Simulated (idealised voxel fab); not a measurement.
Proc. module: voxel transistor to metal
For reference, the cross-section in this document is cut, with width 155 nm and square cells of 5 nm.
Square cells in a grid make up a cross-section in this document, and the grid is given as bands, listed from the top down, each one or more rows of cells. The entry gives the band's vertical extent as a top height and a bottom height in nm, then its horizontal make-up as materials from left to right, each with a width in nm. "empty" stands for empty space; a single material marked "everywhere" fills the band edge to edge. Height 0 is the level under which the wafer as received is all one material. The lowest band goes on downwards, as in "0..down". A two-number width, for instance "30->40", indicates that the width is equal to the first number in the top row of the band and to the second number in the bottom row, and that it changes by a constant amount per row of cells. Key: "remained unchanged" - step with no changed cell in the cross-section. Each empty space that has no open way to the top and spans at least 8 cells appears under "Closed void catalog" as width x height at distance, the distance counted from the left edge, all in nm. That trailing text on a step's line, after the settings, is the simulator's own remark on the step. "overlay nm" denotes, for a step that has a mask, the displacement of the mask to the right of its planned place, with negative values corresponding to the left.
Process steps (planned)
| 1 | RECEIVE with material Si |
| 2 | CONFORMAL_DEP with material SiO2, thk nm 5 |
| 3 | CONFORMAL_DEP with material SiN, thk nm 15 |
| 4 | DIRECTIONAL_DEP with material aC, thk nm 10 |
| 5 | PATTERN with tone cover, mask id ACTIVE, material resist, width nm 95, thk nm 30, overlay nm 0 |
| 6 | DIRECTIONAL_ETCH with etch materials aC, depth nm 10 |
| 7 | STRIP with etch materials resist |
| 8 | DIRECTIONAL_ETCH with etch materials SiN, depth nm 15 |
| 9 | DIRECTIONAL_ETCH with etch materials SiO2, depth nm 5 |
| 10 | DIRECTIONAL_ETCH with etch materials Si, depth nm 20 |
| 11 | STRIP with etch materials aC |
| 12 | FILL_DEP with material SiO2, thk nm 10 |
| 13 | CMP with height nm 20 |
| 14 | SELECTIVE_ETCH with etch materials SiO2, depth nm 10 |
| 15 | STRIP with etch materials SiN |
| 16 | SELECTIVE_ETCH with etch materials SiO2, depth nm 5 |
| 17 | OXIDIZE with depth nm 5 |
| 18 | DIRECTIONAL_DEP with material polySi, thk nm 25 |
| 19 | DIRECTIONAL_DEP with material SiCN, thk nm 15 |
| 20 | DIRECTIONAL_DEP with material aC, thk nm 15 |
| 21 | PATTERN with tone cover, mask id GATE, material resist, width nm 15, thk nm 35, overlay nm 0 |
| 22 | DIRECTIONAL_ETCH with etch materials aC, depth nm 15 |
| 23 | STRIP with etch materials resist |
| 24 | DIRECTIONAL_ETCH with etch materials SiCN, depth nm 25 |
| 25 | DIRECTIONAL_ETCH with etch materials polySi, depth nm 35 |
| 26 | STRIP with etch materials aC |
| 27 | CONFORMAL_DEP with material SiO2, thk nm 5 |
| 28 | DIRECTIONAL_ETCH with etch materials SiO2, depth nm 5 |
| 29 | CONFORMAL_DEP with material SiN, thk nm 10 |
| 30 | DIRECTIONAL_ETCH with etch materials SiN, depth nm 10 |
| 31 | DIRECTIONAL_ETCH with etch materials SiO2, depth nm 5 |
| 32 | DIRECTIONAL_ETCH with etch materials Si, depth nm 10 |
| 33 | EPI with material SiGe, thk nm 10 |
| 34 | FILL_DEP with material SiO2, thk nm 10 |
| 35 | CMP with height nm 40 |
| 36 | DIRECTIONAL_DEP with material SiO2, thk nm 10 |
| 37 | DIRECTIONAL_DEP with material aC, thk nm 15 |
| 38 | PATTERN with tone open, mask id CONTACT, material resist, width nm 30, pitch nm 55, thk nm 30, overlay nm 0 |
| 39 | DIRECTIONAL_ETCH with etch materials aC, depth nm 15 |
| 40 | STRIP with etch materials resist |
| 41 | DIRECTIONAL_ETCH with etch materials SiO2, depth nm 45 |
| 42 | STRIP with etch materials aC |
| 43 | CONFORMAL_DEP with material TiN, thk nm 5 |
| 44 | FILL_DEP with material Ru, thk nm 10 |
| 45 | CMP with height nm 50 |
| 46 | DIRECTIONAL_DEP with material TiN, thk nm 5 |
| 47 | DIRECTIONAL_DEP with material W, thk nm 20 |
| 48 | MASKED_ETCH with tone cover, mask id METAL_1, width nm 20, pitch nm 65, etch materials W, depth nm 20, overlay nm 0 |
| 49 | MASKED_ETCH with tone cover, mask id METAL_1, width nm 20, pitch nm 65, etch materials TiN, depth nm 5, overlay nm 0 |
| 50 | FILL_DEP with material SiO2, thk nm 10 |
| 51 | CMP with height nm 75 |
| 52 | CONFORMAL_DEP with material SiN, thk nm 5 |
The cross-section here shows the wafer as received, i.e. in its state after step 1
* 0..down = Si everywhere
* Closed void catalog: none
End-of-module cross-section. Starting structure and process plan as above; one mistake made in running it
* 80..75 = SiN everywhere
* 75..55 = 35 of SiO2, 20 of W, 45 of SiO2, 20 of W, 35 of SiO2
* 55..50 = 35 of SiO2, 20 of TiN, 45 of SiO2, 20 of TiN, 35 of SiO2
* 50..45 = 30 of Ru, 5 of TiN, 30 of SiO2, 5 of TiN, 15 of Ru, 5 of TiN, 30 of SiO2, 5 of TiN, 30 of Ru
* 45..40 = 30 of Ru, 5 of TiN, 30 of SiO2, 25 of TiN, 30 of SiO2, 5 of TiN, 30 of Ru
* 40..25 = 30 of Ru, 5 of TiN, 20 of SiO2, 10 of SiN, 5 of TiN, 15 of SiCN, 5 of TiN, 10 of SiN, 20 of SiO2, 5 of TiN, 30 of Ru
* 25..10 = 30 of Ru, 5 of TiN, 20 of SiO2, 10 of SiN, 5 of TiN, 15 of polySi, 5 of TiN, 10 of SiN, 20 of SiO2, 5 of TiN, 30 of Ru
* 10..5 = 35 of TiN, 20 of SiO2, 10 of SiN, 5 of TiN, 15 of polySi, 5 of TiN, 10 of SiN, 20 of SiO2, 35 of TiN
* 5..0 = 30 of SiO2, 10 of SiN, 15 of SiGe, 10 of SiN, 5 of SiO2, 15 of polySi, 5 of SiO2, 10 of SiN, 15 of SiGe, 10 of SiN, 30 of SiO2
* 0..-5 = 40 of SiO2, 15 of SiGe, 45 of SiO2, 15 of SiGe, 40 of SiO2
* -5..-15 = 30 of SiO2, 10 of Si, 15 of SiGe, 45 of Si, 15 of SiGe, 10 of Si, 30 of SiO2
* -15..-20 = 30 of SiO2, 95 of Si, 30 of SiO2
* -20..down = Si everywhere
* Closed void catalog: none
what went wrong: step 38: run off-plan, actual operation and settings PATTERN with tone cover, mask id CONTACT, material resist, width nm 30, pitch nm 55, thk nm 30, overlay nm 0
